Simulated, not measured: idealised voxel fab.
Process module under the name voxel capacitor over wiring
Cross-section cut: width 275 nm, square cells of 5 nm.
Think of the cross-section as a grid of square cells. We describe it in bands, top to bottom, and each band covers one or more rows of those cells. The band entry comprises the height of the band's top followed by the height of its bottom, expressed in nm, and subsequently the band's materials from left to right, each stated together with its width in nm. Where a single material is marked with the word "edge to edge", that material fills the band from edge to edge. The word "empty" represents empty space. The reference from which all heights are counted is 0, the level beneath which the as-received wafer is entirely one material; the lowest band, having no lower bound, proceeds downward and is written after the example "from 0 down". It should be noted that a width expressed as "30 to 40" varies in equal increments from row to row of cells within the band, taking the value of the first number at the top row and that of the second number at the bottom row. Reading "no modification" for a step: not a cell of the cross-section changed in it. The entry "Sealed-off cavities" lists the empty spaces that cover at least 8 cells and have no open path to the top. Each is written as width x height at distance, where the distance is measured from the left edge and all three values are in nm. On a step's line, text after the settings is the simulator commenting on that step. overlay nm: how far to the right of its planned place the mask lay on this masked step (negative: to the left). Pairs from here to the end. Each: cross-section before one process step, cross-section after it, the latter only as far down as the lowest band that changed. Under each: the step between, and its settings. Mind that the pairs may be taken from different runs of this module on the same starting wafer; whether a pair continues from the pair above depends on its entry headed "Before processing", and it does only where that entry says so.

Before processing
- from 85 to 80 = TiN=110, empty=5, TiN=160
- from 80 to 75 = SiO2=105, TiN=5, empty=5, TiN=5, SiO2=155
- from 75 to 70 = SiO2=105, TiN=15, SiO2=155
- from 70 to 65 = SiO2=95, SiN=60, SiO2=120
- from 65 to 55 = SiO2=90, TiN=70, SiO2=115
- from 55 to 50 = TiN edge to edge
- from 50 to 40 = SiO2=95, Ru=15, SiO2=165
- from 40 to 35 = SiCN=95, Ru=15, SiCN=165
- from 35 to 15 = lowk=90, TiN=5, Cu=10, TiN=5, lowk=55, TiN=5, Cu=10, TiN=5, lowk=90
- from 15 to 10 = SiCN=90, TiN=20, SiCN=55, TiN=20, SiCN=90
- from 10 to 0 = SiO2 edge to edge
- from 0 down = Si edge to edge
- Sealed-off cavities: none

Post-Step Appearance
- from 95 to 85 = W edge to edge
- from 85 to 80 = TiN=110, W=5, TiN=160
- from 80 to 75 = SiO2=105, TiN=5, W=5, TiN=5, SiO2=155
- Nothing below the height 75 has changed.
- Sealed-off cavities: none
Between the cross-sections above, the step performed was FILL_DEP [material W] [thk nm 10]

Before processing: it's just the after picture from the pair right above this one.

Post-Step Appearance
- from 80 to 75 = SiO2=105, TiN=5, W=5, TiN=5, SiO2=155
- Nothing below the height 75 has changed.
- Sealed-off cavities: none
Between the cross-sections above, the step performed was CMP [height nm 80]

Before processing: it's just the after picture from the pair right above this one.

Post-Step Appearance
- from 85 to 80 = SiCN edge to edge
- Nothing below the height 80 has changed.
- Sealed-off cavities: none
Between the cross-sections above, the step performed was CONFORMAL_DEP [material SiCN] [thk nm 5]

Before processing
- from 35 to 15 = lowk=90, TiN=5, Cu=10, TiN=5, lowk=55, TiN=5, Cu=10, TiN=5, lowk=90
- from 15 to 10 = SiCN=90, TiN=20, SiCN=55, TiN=20, SiCN=90
- from 10 to 0 = SiO2 edge to edge
- from 0 down = Si edge to edge
- Sealed-off cavities: none

Post-Step Appearance
- from 50 to 35 = SiCN edge to edge
- Nothing below the height 35 has changed.
- Sealed-off cavities: none
Between the cross-sections above, the step performed was CONFORMAL_DEP [material SiCN] [thk nm 15]

Before processing: it's just the after picture from the pair right above this one.

Post-Step Appearance
- from 60 to 50 = SiO2 edge to edge
- Nothing below the height 50 has changed.
- Sealed-off cavities: none
Between the cross-sections above, the step performed was DIRECTIONAL_DEP [material SiO2] [thk nm 10]

Before processing: it's just the after picture from the pair right above this one.

Post-Step Appearance
- from 70 to 60 = aC edge to edge
- Nothing below the height 60 has changed.
- Sealed-off cavities: none
Between the cross-sections above, the step performed was DIRECTIONAL_DEP [material aC] [thk nm 10]

Before processing: it's just the after picture from the pair right above this one.

Post-Step Appearance
- from 95 to 70 = resist=95, empty=15, resist=165
- Nothing below the height 70 has changed.
- Sealed-off cavities: none
Between the cross-sections above, the step performed was PATTERN [tone open] [mask id PLUG_1] [material resist] [width nm 15] [thk nm 25] [overlay nm 0]

Before processing: it's just the after picture from the pair right above this one.

Post-Step Appearance
- from 85 to 70 = resist=95, empty=15, resist=165
- from 70 to 60 = aC=95, empty=15, aC=165
- Nothing below the height 60 has changed.
- Sealed-off cavities: none
Between the cross-sections above, the step performed was DIRECTIONAL_ETCH [etch materials aC] [depth nm 10]

Before processing: it's just the after picture from the pair right above this one.

Post-Step Appearance
- from 70 to 60 = aC=95, empty=15, aC=165
- Nothing below the height 60 has changed.
- Sealed-off cavities: none
Between the cross-sections above, the step performed was STRIP [etch materials resist]

Before processing: it's just the after picture from the pair right above this one.

Post-Step Appearance
- from 70 to 60 = aC=95, empty=15, aC=165
- from 60 to 50 = SiO2=95, empty=15, SiO2=165
- Nothing below the height 50 has changed.
- Sealed-off cavities: none
Between the cross-sections above, the step performed was DIRECTIONAL_ETCH [etch materials SiO2] [depth nm 10]

Before processing: it's just the after picture from the pair right above this one.

Post-Step Appearance
- from 70 to 60 = aC=95, empty=15, aC=165
- from 60 to 50 = SiO2=95, empty=15, SiO2=165
- from 50 to 45 = SiCN=95, empty=15, SiCN=165
- Nothing below the height 45 has changed.
- Sealed-off cavities: none
Between the cross-sections above, the step performed was DIRECTIONAL_ETCH [etch materials SiCN] [depth nm 5]

Before processing: it's just the after picture from the pair right above this one.

Post-Step Appearance
- from 60 to 50 = SiO2=95, empty=15, SiO2=165
- Nothing below the height 50 has changed.
- Sealed-off cavities: none
Between the cross-sections above, the step performed was STRIP [etch materials aC]

Before processing: it's just the after picture from the pair right above this one.

Post-Step Appearance
- from 70 to 60 = TiN=95, empty=15, TiN=165
- from 60 to 55 = SiO2=95, empty=15, SiO2=165
- from 55 to 50 = SiO2=95, TiN=15, SiO2=165
- from 50 to 45 = SiCN=95, TiN=15, SiCN=165
- Nothing below the height 45 has changed.
- Sealed-off cavities: none
Between the cross-sections above, the step performed was DIRECTIONAL_DEP [material TiN] [thk nm 10]

Before processing: it's just the after picture from the pair right above this one.

Post-Step Appearance
- from 75 to 70 = SiN=95, empty=15, SiN=165
- from 70 to 60 = TiN=95, empty=15, TiN=165
- from 60 to 55 = SiO2=95, SiN=15, SiO2=165
- Nothing below the height 55 has changed.
- Sealed-off cavities: none
Between the cross-sections above, the step performed was DIRECTIONAL_DEP [material SiN] [thk nm 5]

Before processing: it's just the after picture from the pair right above this one.

Post-Step Appearance
- from 80 to 75 = TiN=95, empty=15, TiN=165
- from 75 to 70 = SiN=95, empty=15, SiN=165
- from 70 to 65 = TiN=95, empty=15, TiN=165
- from 65 to 60 = TiN edge to edge
- Nothing below the height 60 has changed.
- Sealed-off cavities: none
Between the cross-sections above, the step performed was DIRECTIONAL_DEP [material TiN] [thk nm 5]

Before processing: it's just the after picture from the pair right above this one.

Post-Step Appearance
- from 100 to 80 = empty=95, resist=60, empty=120
- from 80 to 75 = TiN=95, resist=15, TiN=165
- from 75 to 70 = SiN=95, resist=15, SiN=165
- from 70 to 65 = TiN=95, resist=15, TiN=165
- Nothing below the height 65 has changed.
- Sealed-off cavities: none
Between the cross-sections above, the step performed was PATTERN [tone cover] [mask id UPPER_PLATE] [material resist] [width nm 60] [thk nm 20] [overlay nm 0]

Before processing: it's just the after picture from the pair right above this one.

Post-Step Appearance
- from 100 to 80 = empty=95, resist=60, empty=120
- from 80 to 75 = empty=95, resist=15, TiN=45, empty=120
- Nothing below the height 75 has changed.
- Sealed-off cavities: none
Between the cross-sections above, the step performed was DIRECTIONAL_ETCH [etch materials TiN] [depth nm 5]

Before processing: it's just the after picture from the pair right above this one.

Post-Step Appearance
- from 100 to 80 = empty=95, resist=60, empty=120
- from 80 to 75 = empty=95, resist=15, TiN=45, empty=120
- from 75 to 70 = empty=95, resist=15, SiN=45, empty=120
- Nothing below the height 70 has changed.
- Sealed-off cavities: none
Between the cross-sections above, the step performed was DIRECTIONAL_ETCH [etch materials SiN] [depth nm 5]

Before processing: it's just the after picture from the pair right above this one.

Post-Step Appearance
- from 80 to 75 = empty=110, TiN=45, empty=120
- from 75 to 70 = empty=110, SiN=45, empty=120
- from 70 to 65 = TiN=95, empty=15, TiN=165
- Nothing below the height 65 has changed.
- Sealed-off cavities: none
Between the cross-sections above, the step performed was STRIP [etch materials resist]

Before processing: it's just the after picture from the pair right above this one.

Post-Step Appearance
- from 80 to 75 = empty=110, TiN=45, empty=120
- from 75 to 70 = empty=110, SiN=45, empty=120
- from 70 to 65 = empty=90, TiN=5, empty=15, TiN=50, empty=115
- from 65 to 60 = empty=90, TiN=70, empty=115
- Nothing below the height 60 has changed.
- Sealed-off cavities: none
Between the cross-sections above, the step performed was MASKED_ETCH [tone cover] [mask id LOWER_PLATE] [width nm 70] [etch materials TiN] [depth nm 10] [overlay nm 0]

Before processing: it's just the after picture from the pair right above this one.

Post-Step Appearance
- from 95 to 80 = SiO2 edge to edge
- from 80 to 75 = SiO2=110, TiN=45, SiO2=120
- from 75 to 70 = SiO2=110, SiN=45, SiO2=120
- from 70 to 65 = SiO2=90, TiN=5, SiO2=15, TiN=50, SiO2=115
- from 65 to 60 = SiO2=90, TiN=70, SiO2=115
- Nothing below the height 60 has changed.
- Sealed-off cavities: none
Between the cross-sections above, the step performed was FILL_DEP [material SiO2] [thk nm 15]

Before processing: it's just the after picture from the pair right above this one.

Post-Step Appearance
- from 80 to 75 = SiO2=110, TiN=45, SiO2=120
- Nothing below the height 75 has changed.
- Sealed-off cavities: none
Between the cross-sections above, the step performed was CMP [height nm 80]

Before processing: it's just the after picture from the pair right above this one.

Post-Step Appearance
- from 80 to 75 = SiO2=105, empty=5, TiN=45, SiO2=120
- from 75 to 70 = SiO2=105, empty=5, SiN=45, SiO2=120
- Nothing below the height 70 has changed.
- Sealed-off cavities: none
Between the cross-sections above, the step performed was MASKED_ETCH [tone open] [mask id PLUG_2] [width nm 15] [etch materials SiO2] [depth nm 10] [overlay nm 0]

Before processing: it's just the after picture from the pair right above this one.

Post-Step Appearance
- from 85 to 80 = TiN edge to edge
- from 80 to 75 = SiO2=105, TiN=50, SiO2=120
- from 75 to 70 = SiO2=105, TiN=5, SiN=45, SiO2=120
- Nothing below the height 70 has changed.
- Sealed-off cavities: none
Between the cross-sections above, the step performed was CONFORMAL_DEP [material TiN] [thk nm 5]

Before processing: it's just the after picture from the pair right above this one.

Post-Step Appearance
- from 95 to 85 = W edge to edge
- Nothing below the height 85 has changed.
- Sealed-off cavities: none
Between the cross-sections above, the step performed was FILL_DEP [material W] [thk nm 10]

Before processing: it's just the after picture from the pair right above this one.

Post-Step Appearance
- from 80 to 75 = SiO2=105, TiN=50, SiO2=120
- Nothing below the height 75 has changed.
- Sealed-off cavities: none
Between the cross-sections above, the step performed was CMP [height nm 80]

Before processing: it's just the after picture from the pair right above this one.

Post-Step Appearance
- from 85 to 80 = SiCN edge to edge
- Nothing below the height 80 has changed.
- Sealed-off cavities: none
Between the cross-sections above, the step performed was CONFORMAL_DEP [material SiCN] [thk nm 5]

Before processing
- from 70 to 65 = TiN edge to edge
- from 65 to 60 = SiN edge to edge
- from 60 to 50 = TiN edge to edge
- from 50 to 40 = SiO2=95, Ru=15, SiO2=165
- from 40 to 35 = SiCN=95, Ru=15, SiCN=165
- from 35 to 15 = lowk=90, TiN=5, Cu=10, TiN=5, lowk=55, TiN=5, Cu=10, TiN=5, lowk=90
- from 15 to 10 = SiCN=90, TiN=20, SiCN=55, TiN=20, SiCN=90
- from 10 to 0 = SiO2 edge to edge
- from 0 down = Si edge to edge
- Sealed-off cavities: none

Post-Step Appearance
- from 90 to 70 = empty=95, resist=65, empty=115
- Nothing below the height 70 has changed.
- Sealed-off cavities: none
Between the cross-sections above, the step performed was PATTERN [tone cover] [mask id UPPER_PLATE] [material resist] [width nm 65] [thk nm 20] [overlay nm 0]

Before processing: it's just the after picture from the pair right above this one.

Post-Step Appearance
- from 90 to 70 = empty=95, resist=65, empty=115
- from 70 to 65 = empty=95, TiN=65, empty=115
- Nothing below the height 65 has changed.
- Sealed-off cavities: none
Between the cross-sections above, the step performed was DIRECTIONAL_ETCH [etch materials TiN] [depth nm 5]

Before processing: it's just the after picture from the pair right above this one.

Post-Step Appearance
- from 90 to 70 = empty=95, resist=65, empty=115
- from 70 to 65 = empty=95, TiN=65, empty=115
- from 65 to 60 = empty=95, SiN=65, empty=115
- Nothing below the height 60 has changed.
- Sealed-off cavities: none
Between the cross-sections above, the step performed was DIRECTIONAL_ETCH [etch materials SiN] [depth nm 5]

Before processing: it's just the after picture from the pair right above this one.

Post-Step Appearance
- from 70 to 65 = empty=95, TiN=65, empty=115
- Nothing below the height 65 has changed.
- Sealed-off cavities: none
Between the cross-sections above, the step performed was STRIP [etch materials resist]

Before processing: it's just the after picture from the pair right above this one.

Post-Step Appearance
- from 70 to 65 = empty=95, TiN=65, empty=115
- from 65 to 60 = empty=95, SiN=65, empty=115
- from 60 to 50 = empty=90, TiN=70, empty=115
- Nothing below the height 50 has changed.
- Sealed-off cavities: none
Between the cross-sections above, the step performed was MASKED_ETCH [tone cover] [mask id LOWER_PLATE] [width nm 70] [etch materials TiN] [depth nm 10] [overlay nm 0]

Before processing: it's just the after picture from the pair right above this one.

Post-Step Appearance
- from 85 to 70 = SiO2 edge to edge
- from 70 to 65 = SiO2=95, TiN=65, SiO2=115
- from 65 to 60 = SiO2=95, SiN=65, SiO2=115
- from 60 to 50 = SiO2=90, TiN=70, SiO2=115
- Nothing below the height 50 has changed.
- Sealed-off cavities: none
Between the cross-sections above, the step performed was FILL_DEP [material SiO2] [thk nm 15]

Before processing: it's just the after picture from the pair right above this one.

Post-Step Appearance
- from 80 to 70 = SiO2 edge to edge
- Nothing below the height 70 has changed.
- Sealed-off cavities: none
Between the cross-sections above, the step performed was CMP [height nm 80]

Before processing: it's just the after picture from the pair right above this one.

Post-Step Appearance
- from 80 to 70 = SiO2=105, empty=15, SiO2=155
- Nothing below the height 70 has changed.
- Sealed-off cavities: none
Between the cross-sections above, the step performed was MASKED_ETCH [tone open] [mask id PLUG_2] [width nm 15] [etch materials SiO2] [depth nm 10] [overlay nm 0]

Before processing: it's just the after picture from the pair right above this one.

Post-Step Appearance
- from 85 to 80 = TiN=110, empty=5, TiN=160
- from 80 to 75 = SiO2=105, TiN=5, empty=5, TiN=5, SiO2=155
- from 75 to 65 = SiO2=105 to 95, TiN=15 to 65, SiO2=155 to 115
- Nothing below the height 65 has changed.
- Sealed-off cavities: none
Between the cross-sections above, the step performed was CONFORMAL_DEP [material TiN] [thk nm 5]

Before processing: it's just the after picture from the pair right above this one.

Post-Step Appearance
- from 95 to 85 = W edge to edge
- from 85 to 80 = TiN=110, W=5, TiN=160
- from 80 to 75 = SiO2=105, TiN=5, W=5, TiN=5, SiO2=155
- Nothing below the height 75 has changed.
- Sealed-off cavities: none
Between the cross-sections above, the step performed was FILL_DEP [material W] [thk nm 10]

Before processing: it's just the after picture from the pair right above this one.

Post-Step Appearance
- from 80 to 75 = SiO2=105, TiN=5, W=5, TiN=5, SiO2=155
- Nothing below the height 75 has changed.
- Sealed-off cavities: none
Between the cross-sections above, the step performed was CMP [height nm 80]

Before processing: it's just the after picture from the pair right above this one.

Post-Step Appearance
- from 85 to 80 = SiCN edge to edge
- Nothing below the height 80 has changed.
- Sealed-off cavities: none
Between the cross-sections above, the step performed was CONFORMAL_DEP [material SiCN] [thk nm 5]

Before processing
- from 80 to 70 = SiO2 edge to edge
- from 70 to 65 = SiO2=95, TiN=60, SiO2=120
- from 65 to 60 = SiO2=95, SiN=60, SiO2=120
- from 60 to 50 = SiO2=90, TiN=70, SiO2=115
- from 50 to 40 = SiO2=95, Ru=15, SiO2=165
- from 40 to 35 = SiCN=95, Ru=15, SiCN=165
- from 35 to 15 = lowk=90, TiN=5, Cu=10, TiN=5, lowk=55, TiN=5, Cu=10, TiN=5, lowk=90
- from 15 to 10 = SiCN=90, TiN=20, SiCN=55, TiN=20, SiCN=90
- from 10 to 0 = SiO2 edge to edge
- from 0 down = Si edge to edge
- Sealed-off cavities: none

Post-Step Appearance
- from 80 to 70 = SiO2=95, empty=15, SiO2=165
- Nothing below the height 70 has changed.
- Sealed-off cavities: none
Between the cross-sections above, the step performed was MASKED_ETCH [tone open] [mask id PLUG_2] [width nm 15] [etch materials SiO2] [depth nm 10] [overlay nm -10]

Before processing: it's just the after picture from the pair right above this one.

Post-Step Appearance
- from 85 to 80 = TiN=100, empty=5, TiN=170
- from 80 to 75 = SiO2=95, TiN=5, empty=5, TiN=5, SiO2=165
- from 75 to 65 = SiO2=95, TiN=15 to 60, SiO2=165 to 120
- Nothing below the height 65 has changed.
- Sealed-off cavities: none
Between the cross-sections above, the step performed was CONFORMAL_DEP [material TiN] [thk nm 5]

Before processing: it's just the after picture from the pair right above this one.

Post-Step Appearance
- from 95 to 85 = W edge to edge
- from 85 to 80 = TiN=100, W=5, TiN=170
- from 80 to 75 = SiO2=95, TiN=5, W=5, TiN=5, SiO2=165
- Nothing below the height 75 has changed.
- Sealed-off cavities: none
Between the cross-sections above, the step performed was FILL_DEP [material W] [thk nm 10]

Before processing: it's just the after picture from the pair right above this one.

Post-Step Appearance
- from 80 to 75 = SiO2=95, TiN=5, W=5, TiN=5, SiO2=165
- Nothing below the height 75 has changed.
- Sealed-off cavities: none
Between the cross-sections above, the step performed was CMP [height nm 80]

Before processing: it's just the after picture from the pair right above this one.

Post-Step Appearance
- from 85 to 80 = SiCN edge to edge
- Nothing below the height 80 has changed.
- Sealed-off cavities: none
Between the cross-sections above, the step performed was CONFORMAL_DEP [material SiCN] [thk nm 5]

Before processing
- from 60 to 50 = TiN edge to edge
- from 50 to 40 = SiO2=95, Ru=15, SiO2=165
- from 40 to 35 = SiCN=95, Ru=15, SiCN=165
- from 35 to 15 = lowk=90, TiN=5, Cu=10, TiN=5, lowk=55, TiN=5, Cu=10, TiN=5, lowk=90
- from 15 to 10 = SiCN=90, TiN=20, SiCN=55, TiN=20, SiCN=90
- from 10 to 0 = SiO2 edge to edge
- from 0 down = Si edge to edge
- Sealed-off cavities: none

Post-Step Appearance
- from 65 to 60 = SiO2 edge to edge
- Nothing below the height 60 has changed.
- Sealed-off cavities: none
Between the cross-sections above, the step performed was DIRECTIONAL_DEP [material SiO2] [thk nm 5]

Before processing: it's just the after picture from the pair right above this one.

Post-Step Appearance
- from 70 to 65 = TiN edge to edge
- Nothing below the height 65 has changed.
- Sealed-off cavities: none
Between the cross-sections above, the step performed was DIRECTIONAL_DEP [material TiN] [thk nm 5]

Before processing: it's just the after picture from the pair right above this one.

Post-Step Appearance
- from 90 to 70 = empty=95, resist=60, empty=120
- Nothing below the height 70 has changed.
- Sealed-off cavities: none
Between the cross-sections above, the step performed was PATTERN [tone cover] [mask id UPPER_PLATE] [material resist] [width nm 60] [thk nm 20] [overlay nm 0]

Before processing: it's just the after picture from the pair right above this one.

Post-Step Appearance
- from 90 to 70 = empty=95, resist=60, empty=120
- from 70 to 65 = empty=95, TiN=60, empty=120
- Nothing below the height 65 has changed.
- Sealed-off cavities: none
Between the cross-sections above, the step performed was DIRECTIONAL_ETCH [etch materials TiN] [depth nm 5]

Before processing: it's just the after picture from the pair right above this one.

Post-Step Appearance
- from 70 to 65 = empty=95, TiN=60, empty=120
- Nothing below the height 65 has changed.
- Sealed-off cavities: none
Between the cross-sections above, the step performed was STRIP [etch materials resist]

Before processing: it's just the after picture from the pair right above this one.

Post-Step Appearance
- from 85 to 70 = SiO2 edge to edge
- from 70 to 65 = SiO2=95, TiN=60, SiO2=120
- Nothing below the height 65 has changed.
- Sealed-off cavities: none
Between the cross-sections above, the step performed was FILL_DEP [material SiO2] [thk nm 15]

Before processing: it's just the after picture from the pair right above this one.

Post-Step Appearance
- from 80 to 70 = SiO2 edge to edge
- Nothing below the height 70 has changed.
- Sealed-off cavities: none
Between the cross-sections above, the step performed was CMP [height nm 80]

Before processing: it's just the after picture from the pair right above this one.

Post-Step Appearance
- from 80 to 70 = SiO2=105, empty=15, SiO2=155
- Nothing below the height 70 has changed.
- Sealed-off cavities: none
Between the cross-sections above, the step performed was MASKED_ETCH [tone open] [mask id PLUG_2] [width nm 15] [etch materials SiO2] [depth nm 10] [overlay nm 0]

Before processing: it's just the after picture from the pair right above this one.

Post-Step Appearance
- from 85 to 80 = TiN=110, empty=5, TiN=160
- from 80 to 75 = SiO2=105, TiN=5, empty=5, TiN=5, SiO2=155
- from 75 to 65 = SiO2=105 to 95, TiN=15 to 60, SiO2=155 to 120
- Nothing below the height 65 has changed.
- Sealed-off cavities: none
Between the cross-sections above, the step performed was CONFORMAL_DEP [material TiN] [thk nm 5]

Before processing: it's just the after picture from the pair right above this one.

Post-Step Appearance
- from 95 to 85 = W edge to edge
- from 85 to 80 = TiN=110, W=5, TiN=160
- from 80 to 75 = SiO2=105, TiN=5, W=5, TiN=5, SiO2=155
- Nothing below the height 75 has changed.
- Sealed-off cavities: none
Between the cross-sections above, the step performed was FILL_DEP [material W] [thk nm 10]

Before processing: it's just the after picture from the pair right above this one.

Post-Step Appearance
- from 80 to 75 = SiO2=105, TiN=5, W=5, TiN=5, SiO2=155
- Nothing below the height 75 has changed.
- Sealed-off cavities: none
Between the cross-sections above, the step performed was CMP [height nm 80]

Before processing: it's just the after picture from the pair right above this one.

Post-Step Appearance
- from 85 to 80 = SiCN edge to edge
- Nothing below the height 80 has changed.
- Sealed-off cavities: none
Between the cross-sections above, the step performed was CONFORMAL_DEP [material SiCN] [thk nm 5]

Before processing
- from 50 to 35 = aC edge to edge
- from 35 to 15 = lowk edge to edge
- from 15 to 10 = SiCN edge to edge
- from 10 to 0 = SiO2 edge to edge
- from 0 down = Si edge to edge
- Sealed-off cavities: none

Post-Step Appearance
- from 80 to 50 = empty=90, resist=20, empty=55, resist=20, empty=90
- Nothing below the height 50 has changed.
- Sealed-off cavities: none
Between the cross-sections above, the step performed was PATTERN [tone cover] [mask id METAL_1] [material resist] [width nm 20] [pitch nm 75] [thk nm 30] [overlay nm 0]

Before processing: it's just the after picture from the pair right above this one.

Post-Step Appearance
- from 65 to 50 = empty=90, resist=20, empty=55, resist=20, empty=90
- from 50 to 35 = empty=90, aC=20, empty=55, aC=20, empty=90
- Nothing below the height 35 has changed.
- Sealed-off cavities: none
Between the cross-sections above, the step performed was DIRECTIONAL_ETCH [etch materials aC] [depth nm 15]

Before processing: it's just the after picture from the pair right above this one.

Post-Step Appearance
- from 50 to 35 = empty=90, aC=20, empty=55, aC=20, empty=90
- Nothing below the height 35 has changed.
- Sealed-off cavities: none
Between the cross-sections above, the step performed was STRIP [etch materials resist]

Before processing: it's just the after picture from the pair right above this one.

Post-Step Appearance
- from 50 to 35 = empty=90, aC=20, empty=55, aC=20, empty=90
- from 35 to 15 = empty=90, lowk=20, empty=55, lowk=20, empty=90
- Nothing below the height 15 has changed.
- Sealed-off cavities: none
Between the cross-sections above, the step performed was DIRECTIONAL_ETCH [etch materials lowk] [depth nm 20]

Before processing: it's just the after picture from the pair right above this one.

Post-Step Appearance
- from 50 to 35 = empty=90, aC=20, empty=55, aC=20, empty=90
- from 35 to 15 = empty=90, lowk=20, empty=55, lowk=20, empty=90
- from 15 to 10 = empty=90, SiCN=20, empty=55, SiCN=20, empty=90
- Nothing below the height 10 has changed.
- Sealed-off cavities: none
Between the cross-sections above, the step performed was DIRECTIONAL_ETCH [etch materials SiCN] [depth nm 5]

Before processing: it's just the after picture from the pair right above this one.

Post-Step Appearance
- from 35 to 15 = empty=90, lowk=20, empty=55, lowk=20, empty=90
- Nothing below the height 15 has changed.
- Sealed-off cavities: none
Between the cross-sections above, the step performed was STRIP [etch materials aC]

Before processing: it's just the after picture from the pair right above this one.

Post-Step Appearance
- from 40 to 35 = empty=85, TiN=30, empty=45, TiN=30, empty=85
- from 35 to 15 = empty=85, TiN=5, lowk=20, TiN=5, empty=45, TiN=5, lowk=20, TiN=5, empty=85
- from 15 to 10 = TiN=90, SiCN=20, TiN=55, SiCN=20, TiN=90
- Nothing below the height 10 has changed.
- Sealed-off cavities: none
Between the cross-sections above, the step performed was CONFORMAL_DEP [material TiN] [thk nm 5]

Before processing: it's just the after picture from the pair right above this one.

Post-Step Appearance
- from 50 to 40 = Cu edge to edge
- from 40 to 35 = Cu=85, TiN=30, Cu=45, TiN=30, Cu=85
- from 35 to 15 = Cu=85, TiN=5, lowk=20, TiN=5, Cu=45, TiN=5, lowk=20, TiN=5, Cu=85
- Nothing below the height 15 has changed.
- Sealed-off cavities: none
Between the cross-sections above, the step performed was FILL_DEP [material Cu] [thk nm 10]

Before processing: it's just the after picture from the pair right above this one.

Post-Step Appearance
- from 35 to 15 = Cu=85, TiN=5, lowk=20, TiN=5, Cu=45, TiN=5, lowk=20, TiN=5, Cu=85
- Nothing below the height 15 has changed.
- Sealed-off cavities: none
Between the cross-sections above, the step performed was CMP [height nm 35]

Before processing: it's just the after picture from the pair right above this one.

Post-Step Appearance
- from 40 to 35 = SiCN edge to edge
- Nothing below the height 35 has changed.
- Sealed-off cavities: none
Between the cross-sections above, the step performed was CONFORMAL_DEP [material SiCN] [thk nm 5]

Before processing: it's just the after picture from the pair right above this one.

Post-Step Appearance
- from 50 to 40 = SiO2 edge to edge
- Nothing below the height 40 has changed.
- Sealed-off cavities: none
Between the cross-sections above, the step performed was DIRECTIONAL_DEP [material SiO2] [thk nm 10]

Before processing: it's just the after picture from the pair right above this one.

Post-Step Appearance
- from 60 to 50 = aC edge to edge
- Nothing below the height 50 has changed.
- Sealed-off cavities: none
Between the cross-sections above, the step performed was DIRECTIONAL_DEP [material aC] [thk nm 10]

Before processing: it's just the after picture from the pair right above this one.

Post-Step Appearance
- from 85 to 60 = resist=95, empty=15, resist=165
- Nothing below the height 60 has changed.
- Sealed-off cavities: none
Between the cross-sections above, the step performed was PATTERN [tone open] [mask id PLUG_1] [material resist] [width nm 15] [thk nm 25] [overlay nm 0]

Before processing: it's just the after picture from the pair right above this one.

Post-Step Appearance
- from 75 to 60 = resist=95, empty=15, resist=165
- from 60 to 50 = aC=95, empty=15, aC=165
- Nothing below the height 50 has changed.
- Sealed-off cavities: none
Between the cross-sections above, the step performed was DIRECTIONAL_ETCH [etch materials aC] [depth nm 10]

Before processing: it's just the after picture from the pair right above this one.

Post-Step Appearance
- from 60 to 50 = aC=95, empty=15, aC=165
- Nothing below the height 50 has changed.
- Sealed-off cavities: none
Between the cross-sections above, the step performed was STRIP [etch materials resist]

Before processing: it's just the after picture from the pair right above this one.

Post-Step Appearance
- from 60 to 50 = aC=95, empty=15, aC=165
- from 50 to 40 = SiO2=95, empty=15, SiO2=165
- Nothing below the height 40 has changed.
- Sealed-off cavities: none
Between the cross-sections above, the step performed was DIRECTIONAL_ETCH [etch materials SiO2] [depth nm 10]

Before processing: it's just the after picture from the pair right above this one.

Post-Step Appearance
- from 60 to 50 = aC=95, empty=15, aC=165
- from 50 to 40 = SiO2=95, empty=15, SiO2=165
- from 40 to 35 = SiCN=95, empty=15, SiCN=165
- Nothing below the height 35 has changed.
- Sealed-off cavities: none
Between the cross-sections above, the step performed was DIRECTIONAL_ETCH [etch materials SiCN] [depth nm 5]

Before processing: it's just the after picture from the pair right above this one.

Post-Step Appearance
- from 50 to 40 = SiO2=95, empty=15, SiO2=165
- Nothing below the height 40 has changed.
- Sealed-off cavities: none
Between the cross-sections above, the step performed was STRIP [etch materials aC]

Before processing: it's just the after picture from the pair right above this one.

Post-Step Appearance
- from 60 to 50 = TiN=95, empty=15, TiN=165
- from 50 to 45 = SiO2=95, empty=15, SiO2=165
- from 45 to 40 = SiO2=95, TiN=15, SiO2=165
- from 40 to 35 = SiCN=95, TiN=15, SiCN=165
- Nothing below the height 35 has changed.
- Sealed-off cavities: none
Between the cross-sections above, the step performed was DIRECTIONAL_DEP [material TiN] [thk nm 10]

Before processing: it's just the after picture from the pair right above this one.

Post-Step Appearance
- from 65 to 60 = SiN=95, empty=15, SiN=165
- from 60 to 50 = TiN=95, empty=15, TiN=165
- from 50 to 45 = SiO2=95, SiN=15, SiO2=165
- Nothing below the height 45 has changed.
- Sealed-off cavities: none
Between the cross-sections above, the step performed was DIRECTIONAL_DEP [material SiN] [thk nm 5]

Before processing: it's just the after picture from the pair right above this one.

Post-Step Appearance
- from 70 to 65 = TiN=95, empty=15, TiN=165
- from 65 to 60 = SiN=95, empty=15, SiN=165
- from 60 to 55 = TiN=95, empty=15, TiN=165
- from 55 to 50 = TiN edge to edge
- Nothing below the height 50 has changed.
- Sealed-off cavities: none
Between the cross-sections above, the step performed was DIRECTIONAL_DEP [material TiN] [thk nm 5]

Before processing: it's just the after picture from the pair right above this one.

Post-Step Appearance
- from 90 to 70 = empty=95, resist=60, empty=120
- from 70 to 65 = TiN=95, resist=15, TiN=165
- from 65 to 60 = SiN=95, resist=15, SiN=165
- from 60 to 55 = TiN=95, resist=15, TiN=165
- Nothing below the height 55 has changed.
- Sealed-off cavities: none
Between the cross-sections above, the step performed was PATTERN [tone cover] [mask id UPPER_PLATE] [material resist] [width nm 60] [thk nm 20] [overlay nm 0]

Before processing: it's just the after picture from the pair right above this one.

Post-Step Appearance
- from 90 to 70 = empty=95, resist=60, empty=120
- from 70 to 65 = empty=95, resist=15, TiN=45, empty=120
- Nothing below the height 65 has changed.
- Sealed-off cavities: none
Between the cross-sections above, the step performed was DIRECTIONAL_ETCH [etch materials TiN] [depth nm 5]

Before processing: it's just the after picture from the pair right above this one.

Post-Step Appearance
- from 90 to 70 = empty=95, resist=60, empty=120
- from 70 to 65 = empty=95, resist=15, TiN=45, empty=120
- from 65 to 60 = empty=95, resist=15, SiN=45, empty=120
- Nothing below the height 60 has changed.
- Sealed-off cavities: none
Between the cross-sections above, the step performed was DIRECTIONAL_ETCH [etch materials SiN] [depth nm 5]

Before processing: it's just the after picture from the pair right above this one.

Post-Step Appearance
- from 70 to 65 = empty=110, TiN=45, empty=120
- from 65 to 60 = empty=110, SiN=45, empty=120
- from 60 to 55 = TiN=95, empty=15, TiN=165
- Nothing below the height 55 has changed.
- Sealed-off cavities: none
Between the cross-sections above, the step performed was STRIP [etch materials resist]
